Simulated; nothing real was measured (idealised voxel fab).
process module | voxel quadruple lines
This is section cut - it's 170 nm across, gridded in 5 nm square cells.
Cross-section, as written here: a square-cell grid given band by band from the top down, where a band holds one or more rows of cells. What a band's entry tells you: where the top is and where the bottom is, as heights in nm, and after that what lies inside, material by material from left to right, each with its width in nm. Empty space is written as the word "air", and a single material marked with the word "everywhere" occupies the band from edge to edge. Ref level 0: as-received wafer is one material below here. Bottom band extends down with no lower bound ("0 nm and below"). A two-number width, for instance "30..40", indicates that the width is equal to the first number in the top row of the band and to the second number in the bottom row, and that it changes by a constant amount per row of cells. Any step labelled "left unchanged" changed none of the cells in the cross-section. Listed in "Closed void register": every empty space of 8 or more cells without an open way to the top. Form: width x height at distance, the distance being from the left edge, all in nm. The remark found on a step's line after its settings is issued by the simulator itself and pertains to that step. When a step includes a mask, the "overlay nm" setting on its line states how far to the right of its planned place that mask lay, and negative values state how far to the left.

**So here's the lineup of process steps we planned**
1. RECEIVE [material Si]
2. CONFORMAL_DEP [material Al2O3] [thk nm 5]
3. DIRECTIONAL_DEP [material W] [thk nm 10]
4. DIRECTIONAL_DEP [material polySi] [thk nm 15]
5. DIRECTIONAL_DEP [material aC] [thk nm 25]
6. PATTERN [tone cover] [mask id MANDREL] [material resist] [width nm 30] [thk nm 35] [overlay nm 0]
7. DIRECTIONAL_ETCH [etch materials aC] [depth nm 25]
8. STRIP [etch materials resist]
9. CONFORMAL_DEP [material SiO2] [thk nm 10]
10. DIRECTIONAL_ETCH [etch materials SiO2] [depth nm 10]
11. STRIP [etch materials aC]
12. DIRECTIONAL_ETCH [etch materials polySi] [depth nm 15]
13. STRIP [etch materials SiO2]
14. CONFORMAL_DEP [material SiCN] [thk nm 10]
15. DIRECTIONAL_ETCH [etch materials SiCN] [depth nm 10]
16. STRIP [etch materials polySi]
17. DIRECTIONAL_ETCH [etch materials W] [depth nm 10]
18. STRIP [etch materials SiCN]
19. FILL_DEP [material lowk] [thk nm 10]
20. CMP [height nm 15]

**As-received state of the wafer in cross-section, equivalent to post-step 1**
    0 nm and below: Si everywhere
    Closed void register: none

**Cross-sectional image of the first of two wafers at the end of the module, the run having proceeded as planned**
    15 nm to 5 nm: 50 lowk, 10 W, 10 lowk, 10 W, 10 lowk, 10 W, 10 lowk, 10 W, 50 lowk
    5 nm to 0 nm: Al2O3 everywhere
    0 nm and below: Si everywhere
    Closed void register: none

**second wafer at the end: like start, like plan, one mistake**
    15 nm to 5 nm: 50 SiO2, 10 W, 10 SiO2, 10 W, 10 SiO2, 10 W, 10 SiO2, 10 W, 50 SiO2
    5 nm to 0 nm: Al2O3 everywhere
    0 nm and below: Si everywhere
    Closed void register: none
Where did the run depart from the plan? off-plan run, step 19, actual operation and settings FILL_DEP [material SiO2] [thk nm 10]
Final comparison by cell count, materials where the second wafer has more or fewer than the first: +52 SiO2 | -52 lowk
